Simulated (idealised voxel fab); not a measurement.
Name of the process module below: voxel tone inversion
We display cut, a cross-section 180 nm in width whose square cells are each 5 nm.
Format of a cross-section: grid, square cells. Given as bands. Order: top down. Band: one or more rows of cells.
Look at the band entry: it leads with the top's height and the bottom's height in nm. Then it lists the materials left to right, with a width in nm for each. The word "edge to edge" on a single material says that material fills the band edge to edge. The word "empty" is empty space.
Ref level 0: as-received wafer is one material below here. Bottom band extends down with no lower bound ("0 nm and below").
Quick explanation for "30..40": the width changes in equal steps down the rows of cells, from the first number in the band's top row to the second number in its bottom row.
"no change" (step): cross-section cells unchanged, all of them.
Look at "Tabulated closed voids" for the closed voids: empty spaces with no open path to the top, sized 8 cells or up. Each is width x height at distance, distance from the left edge, all nm.
Anything after a step's settings on that line? It's the simulator's own note about the step.
overlay nm: mask right of planned place by this much (step with mask). Neg. = left.
STEPS PLANNED FOR THE PROCESS
1 RECEIVE (material Si)
2 CONFORMAL_DEP (material SiCN; thk nm 5)
3 DIRECTIONAL_DEP (material aC; thk nm 15)
4 PATTERN (tone cover; mask id POSTS; material resist; width nm 15; pitch nm 35; thk nm 20; overlay nm 0)
5 DIRECTIONAL_ETCH (etch materials aC; depth nm 15)
6 STRIP (etch materials resist)
7 FILL_DEP (material SiO2; thk nm 10)
8 CMP (height nm 20)
9 STRIP (etch materials aC)
10 CONFORMAL_DEP (material TiN; thk nm 5)
11 FILL_DEP (material Ru; thk nm 5)
12 CMP (height nm 20)
13 CONFORMAL_DEP (material SiCN; thk nm 5)
ACCOUNT OF THE FIRST OF TWO WAFERS, WHICH WAS PROCESSED AS INTENDED
INCOMING WAFER, CROSS-SECTIONAL VIEW, POST STEP 1
> 0 nm and below | Si edge to edge
> Tabulated closed voids: none
UPON COMPLETION OF STEP 2, THE WAFER APPEARS IN CROSS-SECTION AS SHOWN
> 5 nm to 0 nm | SiCN edge to edge
> Under the height 0 nothing was changed.
UPON COMPLETION OF STEP 3, THE WAFER APPEARS IN CROSS-SECTION AS SHOWN
> 20 nm to 5 nm | aC edge to edge
> Under the height 5 nothing was changed.
UPON COMPLETION OF STEP 4, THE WAFER APPEARS IN CROSS-SECTION AS SHOWN
> 40 nm to 20 nm | empty 45, then resist 15, then empty 20, then resist 15, then empty 20, then resist 15, then empty 50
> Under the height 20 nothing was changed.
UPON COMPLETION OF STEP 5, THE WAFER APPEARS IN CROSS-SECTION AS SHOWN
> 25 nm to 20 nm | empty 45, then resist 15, then empty 20, then resist 15, then empty 20, then resist 15, then empty 50
> 20 nm to 5 nm | empty 45, then aC 15, then empty 20, then aC 15, then empty 20, then aC 15, then empty 50
> Under the height 5 nothing was changed.
UPON COMPLETION OF STEP 6, THE WAFER APPEARS IN CROSS-SECTION AS SHOWN
> 20 nm to 5 nm | empty 45, then aC 15, then empty 20, then aC 15, then empty 20, then aC 15, then empty 50
> Under the height 5 nothing was changed.
UPON COMPLETION OF STEP 7, THE WAFER APPEARS IN CROSS-SECTION AS SHOWN
> 30 nm to 20 nm | SiO2 edge to edge
> 20 nm to 5 nm | SiO2 45, then aC 15, then SiO2 20, then aC 15, then SiO2 20, then aC 15, then SiO2 50
> Under the height 5 nothing was changed.
UPON COMPLETION OF STEP 8, THE WAFER APPEARS IN CROSS-SECTION AS SHOWN
> 20 nm to 5 nm | SiO2 45, then aC 15, then SiO2 20, then aC 15, then SiO2 20, then aC 15, then SiO2 50
> Under the height 5 nothing was changed.
UPON COMPLETION OF STEP 9, THE WAFER APPEARS IN CROSS-SECTION AS SHOWN
> 20 nm to 5 nm | SiO2 45, then empty 15, then SiO2 20, then empty 15, then SiO2 20, then empty 15, then SiO2 50
> Under the height 5 nothing was changed.
UPON COMPLETION OF STEP 10, THE WAFER APPEARS IN CROSS-SECTION AS SHOWN
> 25 nm to 20 nm | TiN 50, then empty 5, then TiN 30, then empty 5, then TiN 30, then empty 5, then TiN 55
> 20 nm to 10 nm | SiO2 45, then TiN 5, then empty 5, then TiN 5, then SiO2 20, then TiN 5, then empty 5, then TiN 5, then SiO2 20, then TiN 5, then empty 5, then TiN 5, then SiO2 50
> 10 nm to 5 nm | SiO2 45, then TiN 15, then SiO2 20, then TiN 15, then SiO2 20, then TiN 15, then SiO2 50
> Under the height 5 nothing was changed.
UPON COMPLETION OF STEP 11, THE WAFER APPEARS IN CROSS-SECTION AS SHOWN
> 30 nm to 25 nm | Ru edge to edge
> 25 nm to 20 nm | TiN 50, then Ru 5, then TiN 30, then Ru 5, then TiN 30, then Ru 5, then TiN 55
> 20 nm to 10 nm | SiO2 45, then TiN 5, then Ru 5, then TiN 5, then SiO2 20, then TiN 5, then Ru 5, then TiN 5, then SiO2 20, then TiN 5, then Ru 5, then TiN 5, then SiO2 50
> Under the height 10 nothing was changed.
UPON COMPLETION OF STEP 12, THE WAFER APPEARS IN CROSS-SECTION AS SHOWN
> 20 nm to 10 nm | SiO2 45, then TiN 5, then Ru 5, then TiN 5, then SiO2 20, then TiN 5, then Ru 5, then TiN 5, then SiO2 20, then TiN 5, then Ru 5, then TiN 5, then SiO2 50
> Under the height 10 nothing was changed.
UPON COMPLETION OF STEP 13, THE WAFER APPEARS IN CROSS-SECTION AS SHOWN
> 25 nm to 20 nm | SiCN edge to edge
> Under the height 20 nothing was changed.
THE SECOND WAFER: IDENTICAL TO THE FIRST AT THE OUTSET AND IN ITS PLANNED SEQUENCE, DIFFERING ONLY IN THAT ONE MISTAKE WAS MADE DURING PROCESSING; UP TO AND INCLUDING STEP 3, ITS PATH IS THE FIRST WAFER'S PATH
CROSS-SECTIONAL REPRESENTATION OF THE SECOND WAFER AT THE TIME DESIGNATED IN THE PLAN FOR THE COMPLETION OF STEP 4
> 40 nm to 20 nm | empty 55, then resist 15, then empty 20, then resist 15, then empty 20, then resist 15, then empty 40
> Under the height 20 nothing was changed.
CROSS-SECTIONAL REPRESENTATION OF THE SECOND WAFER AT THE TIME DESIGNATED IN THE PLAN FOR THE COMPLETION OF STEP 5
> 25 nm to 20 nm | empty 55, then resist 15, then empty 20, then resist 15, then empty 20, then resist 15, then empty 40
> 20 nm to 5 nm | empty 55, then aC 15, then empty 20, then aC 15, then empty 20, then aC 15, then empty 40
> Under the height 5 nothing was changed.
CROSS-SECTIONAL REPRESENTATION OF THE SECOND WAFER AT THE TIME DESIGNATED IN THE PLAN FOR THE COMPLETION OF STEP 6
> 20 nm to 5 nm | empty 55, then aC 15, then empty 20, then aC 15, then empty 20, then aC 15, then empty 40
> Under the height 5 nothing was changed.
CROSS-SECTIONAL REPRESENTATION OF THE SECOND WAFER AT THE TIME DESIGNATED IN THE PLAN FOR THE COMPLETION OF STEP 7
> 30 nm to 20 nm | SiO2 edge to edge
> 20 nm to 5 nm | SiO2 55, then aC 15, then SiO2 20, then aC 15, then SiO2 20, then aC 15, then SiO2 40
> Under the height 5 nothing was changed.
CROSS-SECTIONAL REPRESENTATION OF THE SECOND WAFER AT THE TIME DESIGNATED IN THE PLAN FOR THE COMPLETION OF STEP 8
> 20 nm to 5 nm | SiO2 55, then aC 15, then SiO2 20, then aC 15, then SiO2 20, then aC 15, then SiO2 40
> Under the height 5 nothing was changed.
CROSS-SECTIONAL REPRESENTATION OF THE SECOND WAFER AT THE TIME DESIGNATED IN THE PLAN FOR THE COMPLETION OF STEP 9
> 20 nm to 5 nm | SiO2 55, then empty 15, then SiO2 20, then empty 15, then SiO2 20, then empty 15, then SiO2 40
> Under the height 5 nothing was changed.
CROSS-SECTIONAL REPRESENTATION OF THE SECOND WAFER AT THE TIME DESIGNATED IN THE PLAN FOR THE COMPLETION OF STEP 10
> 25 nm to 20 nm | TiN 60, then empty 5, then TiN 30, then empty 5, then TiN 30, then empty 5, then TiN 45
> 20 nm to 10 nm | SiO2 55, then TiN 5, then empty 5, then TiN 5, then SiO2 20, then TiN 5, then empty 5, then TiN 5, then SiO2 20, then TiN 5, then empty 5, then TiN 5, then SiO2 40
> 10 nm to 5 nm | SiO2 55, then TiN 15, then SiO2 20, then TiN 15, then SiO2 20, then TiN 15, then SiO2 40
> Under the height 5 nothing was changed.
CROSS-SECTIONAL REPRESENTATION OF THE SECOND WAFER AT THE TIME DESIGNATED IN THE PLAN FOR THE COMPLETION OF STEP 11
> 30 nm to 25 nm | Ru edge to edge
> 25 nm to 20 nm | TiN 60, then Ru 5, then TiN 30, then Ru 5, then TiN 30, then Ru 5, then TiN 45
> 20 nm to 10 nm | SiO2 55, then TiN 5, then Ru 5, then TiN 5, then SiO2 20, then TiN 5, then Ru 5, then TiN 5, then SiO2 20, then TiN 5, then Ru 5, then TiN 5, then SiO2 40
> Under the height 10 nothing was changed.
CROSS-SECTIONAL REPRESENTATION OF THE SECOND WAFER AT THE TIME DESIGNATED IN THE PLAN FOR THE COMPLETION OF STEP 12
> 20 nm to 10 nm | SiO2 55, then TiN 5, then Ru 5, then TiN 5, then SiO2 20, then TiN 5, then Ru 5, then TiN 5, then SiO2 20, then TiN 5, then Ru 5, then TiN 5, then SiO2 40
> Under the height 10 nothing was changed.
CROSS-SECTIONAL REPRESENTATION OF THE SECOND WAFER AT THE TIME DESIGNATED IN THE PLAN FOR THE COMPLETION OF STEP 13
> 25 nm to 20 nm | SiCN edge to edge
> Under the height 20 nothing was changed.
Deviation from plan: heads up, step 4 didn't go per plan, it actually ran as PATTERN (tone cover; mask id POSTS; material resist; width nm 15; pitch nm 35; thk nm 20; overlay nm 10)
at the end the second wafer has, in cells: as many of each material as the first, in other places
